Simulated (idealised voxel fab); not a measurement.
You're looking at the process module voxel gate over fins.
In the cross-section labelled cut, the width is 275 nm and each square cell is 5 nm.
Cross-section format: a grid of square cells, given as bands from top to bottom; each band is one or more rows of cells. It is stipulated that each band's entry specify, in nanometres, the height of the top of the band and then that of its bottom, followed by the materials of the band in left-to-right sequence, each together with its width in nanometres. A single material marked by the word "all across" is understood to fill the band from edge to edge; the word "air" is understood to denote empty space. Zero point of the height axis is 0; under it, received wafer = one material. Lowest band: continues down indefinitely, "0 and below". Note: "30->40" means the width goes from the first number (top row of the band) to the second number (bottom row) in equal steps per row of cells. "no modifications" -> step changed no cross-section cell. What "Enclosed void list" gives you is every empty space of 8 cells or more that is cut off from the top. Each appears as width x height at distance, with the distance taken from the left edge and width, height and distance all in nm. Whatever follows a step's settings on its line is a remark the simulator itself makes about that step. Among the settings permitted on a step's line is "overlay nm"; applied to a step with a mask, it specifies the extent to which the mask lay to the right of its planned position, whereas a negative figure signifies a position to the left.

Planned step list for the process
| 1 | RECEIVE with material Si |
| 2 | CONFORMAL_DEP with material SiN, thk nm 10 |
| 3 | MASKED_ETCH with tone cover, mask id FINS, width nm 15, pitch nm 40, etch materials SiN, depth nm 10, overlay nm 0 |
| 4 | MASKED_ETCH with tone cover, mask id FINS, width nm 15, pitch nm 40, etch materials Si, depth nm 30, overlay nm 0 |
| 5 | OXIDIZE with depth nm 5 |
| 6 | FILL_DEP with material SiO2, thk nm 10 |
| 7 | CMP with height nm 10 |
| 8 | SELECTIVE_ETCH with etch materials SiO2, depth nm 25 |
| 9 | STRIP with etch materials SiN |
| 10 | CONFORMAL_DEP with material HfO2, thk nm 5 |
| 11 | CONFORMAL_DEP with material TiN, thk nm 5 |
| 12 | FILL_DEP with material W, thk nm 10 |
| 13 | CMP with height nm 15 |
| 14 | CONFORMAL_DEP with material SiCN, thk nm 10 |

Cross-section of the wafer upon arrival, representing the state reached after step 1
  0 and below: Si all across
  Enclosed void list: none

Cross-section: first of two wafers, module finished, run according to plan
  25 down to 15: SiCN all across
  15 down to 10: W all across
  10 down to 5: W=105 | TiN=25 | W=15 | TiN=25 | W=105
  5 down to 0: W=105 | TiN=5 | HfO2=15 | TiN=5 | W=15 | TiN=5 | HfO2=15 | TiN=5 | W=105
  0 down to -5: W=105 | TiN=5 | HfO2=5 | Si=5 | HfO2=5 | TiN=5 | W=15 | TiN=5 | HfO2=5 | Si=5 | HfO2=5 | TiN=5 | W=105
  -5 down to -10: TiN=110 | HfO2=5 | Si=5 | HfO2=5 | TiN=25 | HfO2=5 | Si=5 | HfO2=5 | TiN=110
  -10 down to -15: HfO2=115 | Si=5 | HfO2=35 | Si=5 | HfO2=115
  -15 down to -35: SiO2=115 | Si=5 | SiO2=35 | Si=5 | SiO2=115
  -35 and below: Si all across
  Enclosed void list: none

Second wafer at the end: like start, like plan, one mistake
  25 down to 15: SiCN all across
  15 down to 10: W all across
  10 down to 5: W=105 | TiN=25 | W=15 | TiN=25 | W=105
  5 down to 0: W=105 | TiN=5 | HfO2=15 | TiN=5 | W=15 | TiN=5 | HfO2=15 | TiN=5 | W=105
  0 down to -5: W=105 | TiN=5 | HfO2=5 | Si=5 | HfO2=5 | TiN=5 | W=15 | TiN=5 | HfO2=5 | Si=5 | HfO2=5 | TiN=5 | W=105
  -5 down to -10: TiN=110 | HfO2=5 | Si=5 | HfO2=5 | TiN=25 | HfO2=5 | Si=5 | HfO2=5 | TiN=110
  -10 down to -15: HfO2=115 | Si=5 | HfO2=35 | Si=5 | HfO2=115
  -15 down to -25: SiO2=115 | Si=5 | SiO2=35 | Si=5 | SiO2=115
  -25 and below: Si all across
  Enclosed void list: none
Deviation from plan: for step 4, the planned setting was not used; the step was instead run as MASKED_ETCH with tone cover, mask id FINS, width nm 15, pitch nm 40, etch materials Si, depth nm 20, overlay nm 0
Cell-count delta at end, second wafer over first, by material: Si: 106 more; SiO2: 106 fewer
